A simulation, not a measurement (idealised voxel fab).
You're looking at the process module voxel transistor to metal.
The figure presents cross-section cut, which has a width of 185 nm and is divided into square cells with an edge length of 5 nm.
Bands, listed from the top down, are how a cross-section gets written in this document; the cross-section itself is a grid of square cells, and a band is one or more rows of them. Top height, bottom height, nm. Materials left to right, width each, nm. Single material + "everywhere" = fills band edge to edge. "empty" = empty. Height is counted from the level 0, under which the received wafer is composed throughout of one material. The lowest of the bands is not closed at the bottom but continues downward, in the notation "0 and below". Quick explanation for "30 to 40": the width changes in equal steps down the rows of cells, from the first number in the band's top row to the second number in its bottom row. Reading "everything unchanged" for a step: not a cell of the cross-section changed in it. Empty spaces without an open route to the top, at least 8 cells in extent, make up the entry "Enclosed void inventory"; each is given as width x height at distance, where the distance is measured from the left edge, and all are in nm. On each step's line, the part that comes after the settings is the simulator's own comment on the step. Among the settings permitted on a step's line is "overlay nm"; applied to a step with a mask, it specifies the extent to which the mask lay to the right of its planned position, whereas a negative figure signifies a position to the left.

[Listed below are the process steps as planned]
1) RECEIVE (material Si)
2) CONFORMAL_DEP (material SiO2; thk nm 5)
3) CONFORMAL_DEP (material SiN; thk nm 10)
4) PATTERN (tone cover; mask id ACTIVE; material resist; width nm 105; thk nm 15; overlay nm 0)
5) DIRECTIONAL_ETCH (etch materials SiN; depth nm 10)
6) DIRECTIONAL_ETCH (etch materials SiO2; depth nm 5)
7) DIRECTIONAL_ETCH (etch materials Si; depth nm 20)
8) STRIP (etch materials resist)
9) FILL_DEP (material SiO2; thk nm 15)
10) CMP (height nm 15)
11) SELECTIVE_ETCH (etch materials SiO2; depth nm 10)
12) STRIP (etch materials SiN)
13) SELECTIVE_ETCH (etch materials SiO2; depth nm 5)
14) OXIDIZE (depth nm 5)
15) DIRECTIONAL_DEP (material polySi; thk nm 30)
16) DIRECTIONAL_DEP (material SiCN; thk nm 15)
17) MASKED_ETCH (tone cover; mask id GATE; width nm 25; etch materials SiCN; depth nm 25; overlay nm 0)
18) MASKED_ETCH (tone cover; mask id GATE; width nm 25; etch materials polySi; depth nm 40; overlay nm 0)
19) CONFORMAL_DEP (material SiO2; thk nm 5)
20) DIRECTIONAL_ETCH (etch materials SiO2; depth nm 5)
21) CONFORMAL_DEP (material SiN; thk nm 10)
22) DIRECTIONAL_ETCH (etch materials SiN; depth nm 10)
23) DIRECTIONAL_ETCH (etch materials SiO2; depth nm 5)
24) DIRECTIONAL_ETCH (etch materials Si; depth nm 15)
25) EPI (material pSi; thk nm 15)
26) FILL_DEP (material SiO2; thk nm 5)
27) CMP (height nm 30)
28) STRIP (etch materials polySi)
29) SELECTIVE_ETCH (etch materials SiO2; depth nm 5)
30) CONFORMAL_DEP (material HfO2; thk nm 5)
31) CONFORMAL_DEP (material TiN; thk nm 5)
32) FILL_DEP (material W; thk nm 5)
33) CMP (height nm 25)
34) DIRECTIONAL_DEP (material SiO2; thk nm 10)
35) MASKED_ETCH (tone open; mask id CONTACT; width nm 15; pitch nm 80; etch materials SiO2; depth nm 40; overlay nm 0)
36) CONFORMAL_DEP (material TiN; thk nm 5)
37) FILL_DEP (material Ru; thk nm 10)
38) CMP (height nm 35)
39) CONFORMAL_DEP (material SiCN; thk nm 5)
40) DIRECTIONAL_DEP (material SiO2; thk nm 15)
41) PATTERN (tone open; mask id METAL_1; material resist; width nm 15; pitch nm 80; thk nm 20; overlay nm 0)
42) DIRECTIONAL_ETCH (etch materials SiO2; depth nm 15)
43) DIRECTIONAL_ETCH (etch materials SiCN; depth nm 5)
44) STRIP (etch materials resist)
45) CONFORMAL_DEP (material TiN; thk nm 5)
46) FILL_DEP (material Cu; thk nm 5)
47) CMP (height nm 55)
48) CONFORMAL_DEP (material SiN; thk nm 5)
Split variable: width nm, step 4. Plan value = first wafer. Wafers start alike.

[Received condition of the first of several wafers, sectioned: post-step 1]
- 0 and below = Si everywhere
- Enclosed void inventory: none

[Here's the first of several wafers in cross-section, end of the module, after the last step, step 48]
- 60 down to 55 = SiN everywhere
- 55 down to 40 = SiO2 (45); TiN (5); Cu (5); TiN (5); SiO2 (65); TiN (5); Cu (5); TiN (5); SiO2 (45)
- 40 down to 35 = SiCN (45); TiN (15); SiCN (65); TiN (15); SiCN (45)
- 35 down to 25 = SiO2 (45); TiN (5); Ru (5); TiN (5); SiO2 (65); TiN (5); Ru (5); TiN (5); SiO2 (45)
- 25 down to 15 = SiO2 (45); TiN (5); Ru (5); TiN (5); SiO2 (5); SiN (10); HfO2 (5); TiN (5); W (15); TiN (5); HfO2 (5); SiN (10); SiO2 (5); TiN (5); Ru (5); TiN (5); SiO2 (45)
- 15 down to 10 = SiO2 (45); TiN (15); SiO2 (5); SiN (10); HfO2 (5); TiN (5); W (15); TiN (5); HfO2 (5); SiN (10); SiO2 (5); TiN (15); SiO2 (45)
- 10 down to 5 = SiO2 (45); TiN (5); pSi (15); SiN (10); HfO2 (5); TiN (5); W (15); TiN (5); HfO2 (5); SiN (10); pSi (15); TiN (5); SiO2 (45)
- 5 down to 0 = SiO2 (45); TiN (5); pSi (15); SiN (10); HfO2 (5); TiN (25); HfO2 (5); SiN (10); pSi (15); TiN (5); SiO2 (45)
- 0 down to -5 = SiO2 (45); TiN (5); pSi (15); SiO2 (10); HfO2 (35); SiO2 (10); pSi (15); TiN (5); SiO2 (45)
- -5 down to -20 = SiO2 (40); pSi (25); Si (55); pSi (25); SiO2 (40)
- -20 and below = Si everywhere
- Enclosed void inventory: none

[End of module: cross-section, last of several wafers]
- 60 down to 55 = SiN everywhere
- 55 down to 40 = SiO2 (45); TiN (5); Cu (5); TiN (5); SiO2 (65); TiN (5); Cu (5); TiN (5); SiO2 (45)
- 40 down to 35 = SiCN (45); TiN (15); SiCN (65); TiN (15); SiCN (45)
- 35 down to 25 = SiO2 (45); TiN (5); Ru (5); TiN (5); SiO2 (65); TiN (5); Ru (5); TiN (5); SiO2 (45)
- 25 down to 15 = SiO2 (45); TiN (5); Ru (5); TiN (5); SiO2 (5); SiN (10); HfO2 (5); TiN (5); W (15); TiN (5); HfO2 (5); SiN (10); SiO2 (5); TiN (5); Ru (5); TiN (5); SiO2 (45)
- 15 down to 10 = SiO2 (45); TiN (15); SiO2 (5); SiN (10); HfO2 (5); TiN (5); W (15); TiN (5); HfO2 (5); SiN (10); SiO2 (5); TiN (15); SiO2 (45)
- 10 down to 5 = SiO2 (45); TiN (5); pSi (15); SiN (10); HfO2 (5); TiN (5); W (15); TiN (5); HfO2 (5); SiN (10); pSi (15); TiN (5); SiO2 (45)
- 5 down to 0 = SiO2 (45); TiN (5); pSi (15); SiN (10); HfO2 (5); TiN (25); HfO2 (5); SiN (10); pSi (15); TiN (5); SiO2 (45)
- 0 down to -5 = SiO2 (45); TiN (5); pSi (15); SiO2 (10); HfO2 (35); SiO2 (10); pSi (15); TiN (5); SiO2 (45)
- -5 down to -20 = SiO2 (30); pSi (35); Si (55); pSi (40); SiO2 (25)
- -20 and below = Si everywhere
- Enclosed void inventory: none

[Each row below is a wafer at the end of the module, listing for every material the number of cells it has gained (+) or lost (-) since it was received, followed by its closed voids]
width nm 105; +6 Cu; +17 HfO2; +8 Ru; -115 Si; +31 SiCN; +57 SiN; +321 SiO2; +59 TiN; +12 W; +48 pSi; Enclosed void inventory: none
width nm 110; +6 Cu; +17 HfO2; +8 Ru; -115 Si; +31 SiCN; +57 SiN; +318 SiO2; +59 TiN; +12 W; +51 pSi; Enclosed void inventory: none
width nm 115; +6 Cu; +17 HfO2; +8 Ru; -115 Si; +31 SiCN; +57 SiN; +315 SiO2; +59 TiN; +12 W; +54 pSi; Enclosed void inventory: none
width nm 120; +6 Cu; +17 HfO2; +8 Ru; -115 Si; +31 SiCN; +57 SiN; +312 SiO2; +59 TiN; +12 W; +57 pSi; Enclosed void inventory: none
width nm 125; +6 Cu; +17 HfO2; +8 Ru; -115 Si; +31 SiCN; +57 SiN; +309 SiO2; +59 TiN; +12 W; +60 pSi; Enclosed void inventory: none
width nm 130; +6 Cu; +17 HfO2; +8 Ru; -115 Si; +31 SiCN; +57 SiN; +306 SiO2; +59 TiN; +12 W; +63 pSi; Enclosed void inventory: none
